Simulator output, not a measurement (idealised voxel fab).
process module | voxel air gaps
cross-section cut | 155 nm wide | cells 5 nm
A cross-section is a grid of square cells, given in bands from the top down. A band is one or more rows of cells.
Each band's line starts with the height of the band's top and of its bottom, in nm. Then come its materials from left to right, each with its width in nm. One material with "throughout" fills the band from edge to edge. "air" is empty space.
Height 0 is the level under which the wafer as received is all one material. The lowest band goes on downwards, as in "0 down".
A width such as "30 to 40" changes by the same amount from each row of cells to the next, from the band's top row to its bottom row.
"no change" after a step means that no cell of the cross-section changed.
closed voids: empty space of 8 cells or more with no open way to the top, each as width x height at its distance from the left edge, in nm
after a step's settings: what the simulator itself notes on the step
overlay nm, on a step with a mask: how far to the right of its planned place the mask lay; to the left if negative
plan
1 op RECEIVE | material Si
2 op CONFORMAL_DEP | material SiO2 | thk nm 10
3 op CONFORMAL_DEP | material SiN | thk nm 5
4 op DIRECTIONAL_DEP | material SiO2 | thk nm 30
5 op DIRECTIONAL_DEP | material aC | thk nm 10
6 op PATTERN | tone open | mask id LINES | material resist | width nm 20 | pitch nm 45 | thk nm 30 | overlay nm 0
7 op DIRECTIONAL_ETCH | etch materials aC | depth nm 10
8 op STRIP | etch materials resist
9 op DIRECTIONAL_ETCH | etch materials SiO2 | depth nm 30
10 op STRIP | etch materials aC
11 op CONFORMAL_DEP | material TiN | thk nm 5
12 op FILL_DEP | material Ru | thk nm 5
13 op CMP | height nm 45
14 op EPI | material Ru | thk nm 10
15 op SELECTIVE_ETCH | etch materials SiO2 | depth nm 40
16 op CONFORMAL_DEP | material SiCN | thk nm 5
as received, after step 1
  0 down: Si throughout
  closed voids: none
first wafer at the end, as planned
  60 to 55: air 5 | SiCN 140 | air 10
  55 to 45: air 5 | SiCN 5 | Ru 40 | SiCN 5 | Ru 40 | SiCN 5 | Ru 40 | SiCN 5 | air 10
  45 to 40: air 5 | SiCN 15 | TiN 5 | Ru 10 | TiN 5 | SiCN 25 | TiN 5 | Ru 10 | TiN 5 | SiCN 25 | TiN 5 | Ru 10 | TiN 5 | SiCN 15 | air 10
  40 to 20: air 15 | SiCN 5 | TiN 5 | Ru 10 | TiN 5 | SiCN 5 | air 15 | SiCN 5 | TiN 5 | Ru 10 | TiN 5 | SiCN 5 | air 15 | SiCN 5 | TiN 5 | Ru 10 | TiN 5 | SiCN 5 | air 20
  20 to 15: SiCN 20 | TiN 20 | SiCN 25 | TiN 20 | SiCN 25 | TiN 20 | SiCN 25
  15 to 10: SiN throughout
  10 to 0: SiO2 throughout
  0 down: Si throughout
  closed voids: 15 x 20 at 45; 15 x 20 at 90
second wafer at the end: like start, like plan, one mistake
  60 to 55: air 10 | SiCN 135 | air 10
  55 to 45: air 10 | SiCN 5 | Ru 35 | SiCN 10 | Ru 35 | SiCN 10 | Ru 35 | SiCN 5 | air 10
  45 to 40: air 10 | SiCN 15 | TiN 5 | Ru 5 | TiN 5 | SiCN 30 | TiN 5 | Ru 5 | TiN 5 | SiCN 30 | TiN 5 | Ru 5 | TiN 5 | SiCN 15 | air 10
  40 to 20: air 20 | SiCN 5 | TiN 5 | Ru 5 | TiN 5 | SiCN 5 | air 20 | SiCN 5 | TiN 5 | Ru 5 | TiN 5 | SiCN 5 | air 20 | SiCN 5 | TiN 5 | Ru 5 | TiN 5 | SiCN 5 | air 20
  20 to 15: SiCN 25 | TiN 15 | SiCN 30 | TiN 15 | SiCN 30 | TiN 15 | SiCN 25
  15 to 10: SiN throughout
  10 to 0: SiO2 throughout
  0 down: Si throughout
  closed voids: 20 x 20 at 45; 20 x 20 at 90
what went wrong: step 6 ran as: op PATTERN | tone open | mask id LINES | material resist | width nm 15 | pitch nm 45 | thk nm 30 | overlay nm 0
at the end the second wafer has, in cells: 21 fewer of Ru | 8 more of SiCN | 3 fewer of TiN
